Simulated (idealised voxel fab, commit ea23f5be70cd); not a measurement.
Herein follows the process module entitled voxel fin reveal.
Pictured: cross-section cut, 270 nm wide, on a grid of 5 nm square cells.
Cross-section format: a grid of square cells, given as bands from top to bottom; each band is one or more rows of cells. Basically the band line says how high the top is and how high the bottom is, in nm, and then what's in it from left to right, every material with its width in nm. Empty space shows up as "empty", and if a single material carries "edge to edge" it runs the full band edge to edge. Heights are reckoned from 0. Under this level, the received wafer is all of one material. The bottommost band is open-ended downward, for example "from 0 down". Think of "30->40" as a width that walks from the first number to the second as you go down the band, top row to bottom row, taking equal-sized steps from row to row. "remains unaltered" -> step changed no cross-section cell. Look at "Entrapped void list" for the closed voids: empty spaces with no open path to the top, sized 8 cells or up. Each is width x height at distance, distance from the left edge, all nm. Formally, on a step line, whatever follows the settings is a remark that the simulator itself makes on the step. Each step line may optionally specify "overlay nm", which for a step with a mask gives the rightward distance between the mask's planned place and where it lay, a negative value indicating the leftward direction.

# Process steps - plan
1 RECEIVE with material Si
2 CONFORMAL_DEP with material SiN, thk nm 5
3 MASKED_ETCH with tone cover, mask id FINS, width nm 15, pitch nm 40, etch materials SiN, depth nm 5, overlay nm 0
4 MASKED_ETCH with tone cover, mask id FINS, width nm 15, pitch nm 40, etch materials Si, depth nm 40, overlay nm 0
5 OXIDIZE with depth nm 5
6 FILL_DEP with material SiO2, thk nm 10
7 CMP with height nm 5
8 SELECTIVE_ETCH with etch materials SiO2, depth nm 20
9 STRIP with etch materials SiN
10 CONFORMAL_DEP with material HfO2, thk nm 5

# Cross-section: wafer on arrival = after step 1
  from 0 down | Si edge to edge
  Entrapped void list: none

# First wafer of two, sectioned at end of module; run went per plan
  from 5 to 0 | empty: 85 | HfO2: 15 | empty: 25 | HfO2: 15 | empty: 25 | HfO2: 15 | empty: 90
  from 0 to -10 | empty: 85 | HfO2: 5 | Si: 5 | HfO2: 5 | empty: 25 | HfO2: 5 | Si: 5 | HfO2: 5 | empty: 25 | HfO2: 5 | Si: 5 | HfO2: 5 | empty: 90
  from -10 to -15 | HfO2: 90 | Si: 5 | HfO2: 35 | Si: 5 | HfO2: 35 | Si: 5 | HfO2: 95
  from -15 to -45 | SiO2: 90 | Si: 5 | SiO2: 35 | Si: 5 | SiO2: 35 | Si: 5 | SiO2: 95
  from -45 down | Si edge to edge
  Entrapped void list: none

# Wafer two cross-section, module end. Start and plan unchanged from wafer one; one mistake made during the run
  from 5 to 0 | empty: 85 | HfO2: 15 | empty: 25 | HfO2: 15 | empty: 25 | HfO2: 15 | empty: 90
  from 0 to -10 | empty: 80 | HfO2: 10->5 | Si: 5->10 | HfO2: 5 | empty: 20 | HfO2: 10->5 | Si: 5->10 | HfO2: 5 | empty: 20 | HfO2: 10->5 | Si: 5->10 | HfO2: 5 | empty: 90
  from -10 to -15 | HfO2: 85 | Si: 10 | HfO2: 30 | Si: 10 | HfO2: 30 | Si: 10 | HfO2: 95
  from -15 to -45 | SiO2: 85 | Si: 10 | SiO2: 30 | Si: 10 | SiO2: 30 | Si: 10 | SiO2: 95
  from -45 down | Si edge to edge
  Entrapped void list: none
What was the processing mistake? step 4 was run on a setting that differed from the plan, and what really ran there is MASKED_ETCH with tone cover, mask id FINS, width nm 15, pitch nm 40, etch materials Si, depth nm 40, overlay nm -5
Final cells, second wafer relative to first, materials higher or lower: Si +24; SiO2 -18
